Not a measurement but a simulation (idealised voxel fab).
Name of the process module below: voxel self aligned vias
Each square cell in cross-section cut measures 5 nm, and the section as a whole is 235 nm wide.
We lay out every cross-section as a grid of square cells and spell it out in bands from the top down, where one band means one or more rows of cells.
Quick guide to a band line: top height, bottom height (nm) up front; then every material left to right with its width in nm. Only one material and it's marked "throughout"? Then it fills the band edge to edge. And "empty" just means empty space.
The level at which height equals 0 is the one under which the wafer, as it arrives, is entirely one material. No lower edge exists for the bottom band, which continues downward and is notated as in "z 0 and below".
Quick explanation for "30..40": the width changes in equal steps down the rows of cells, from the first number in the band's top row to the second number in its bottom row.
The designation "stayed the same", where it is given for a processing step, indicates that no cell of the cross-section was altered in the course of that step.
Basically, "Closed internal voids" tells you about the enclosed voids: empty spaces with no open way to the top, 8 cells or bigger, each written width x height at distance, where distance is from the left edge, all in nm.
Post-settings text on a step line: simulator's own remark regarding the step.
What "overlay nm" on a step's line means: if the step has a mask, that mask lay this far to the right of its planned place, or, when the value is negative, to the left.
[So here's the lineup of process steps we planned]
| 1 | RECEIVE,material Si |
| 2 | CONFORMAL_DEP,material SiO2,thk nm 15 |
| 3 | CONFORMAL_DEP,material SiCN,thk nm 5 |
| 4 | DIRECTIONAL_DEP,material SiO2,thk nm 30 |
| 5 | DIRECTIONAL_DEP,material aC,thk nm 15 |
| 6 | PATTERN,tone open,mask id LINES,material resist,width nm 25,pitch nm 60,thk nm 30,overlay nm 0 |
| 7 | DIRECTIONAL_ETCH,etch materials aC,depth nm 15 |
| 8 | STRIP,etch materials resist |
| 9 | DIRECTIONAL_ETCH,etch materials SiO2,depth nm 30 |
| 10 | STRIP,etch materials aC |
| 11 | CONFORMAL_DEP,material TiN,thk nm 5 |
| 12 | FILL_DEP,material W,thk nm 10 |
| 13 | CMP,height nm 50 |
| 14 | SELECTIVE_ETCH,etch materials W Ru TiN,depth nm 10 |
| 15 | FILL_DEP,material SiN,thk nm 10 |
| 16 | CMP,height nm 50 |
| 17 | DIRECTIONAL_DEP,material SiO2,thk nm 15 |
| 18 | MASKED_ETCH,tone open,mask id VIAS,width nm 45,etch materials SiO2,depth nm 15,overlay nm 0 |
| 19 | MASKED_ETCH,tone open,mask id VIAS,width nm 45,etch materials SiN,depth nm 10,overlay nm -15 |
| 20 | CONFORMAL_DEP,material TiN,thk nm 5 |
| 21 | FILL_DEP,material Ru,thk nm 5 |
| 22 | CMP,height nm 65 |
| 23 | CONFORMAL_DEP,material SiN,thk nm 5 |
The plan's step 19 overlay nm is the first wafer's value; the wafers differ in this setting and start identical.
[Cross-section of the first incoming wafer of several, state after step 1]
> z 0 and below = Si throughout
> Closed internal voids: none
[wafer rows; end of module; cells per material since receipt: (+) gained, (-) lost; then closed voids]
overlay nm -15; +18 Ru; +47 SiCN; +59 SiN; +477 SiO2; +39 TiN; +18 W; Closed internal voids: none
overlay nm -10; +20 Ru; +47 SiCN; +57 SiN; +477 SiO2; +39 TiN; +18 W; Closed internal voids: none
overlay nm -5; +20 Ru; +47 SiCN; +57 SiN; +477 SiO2; +39 TiN; +18 W; Closed internal voids: none
overlay nm 0; +20 Ru; +47 SiCN; +57 SiN; +477 SiO2; +39 TiN; +18 W; Closed internal voids: none
overlay nm 5; +20 Ru; +47 SiCN; +57 SiN; +477 SiO2; +39 TiN; +18 W; Closed internal voids: none
overlay nm 10; +20 Ru; +47 SiCN; +57 SiN; +477 SiO2; +39 TiN; +18 W; Closed internal voids: none
overlay nm 15; +18 Ru; +47 SiCN; +59 SiN; +477 SiO2; +39 TiN; +18 W; Closed internal voids: none
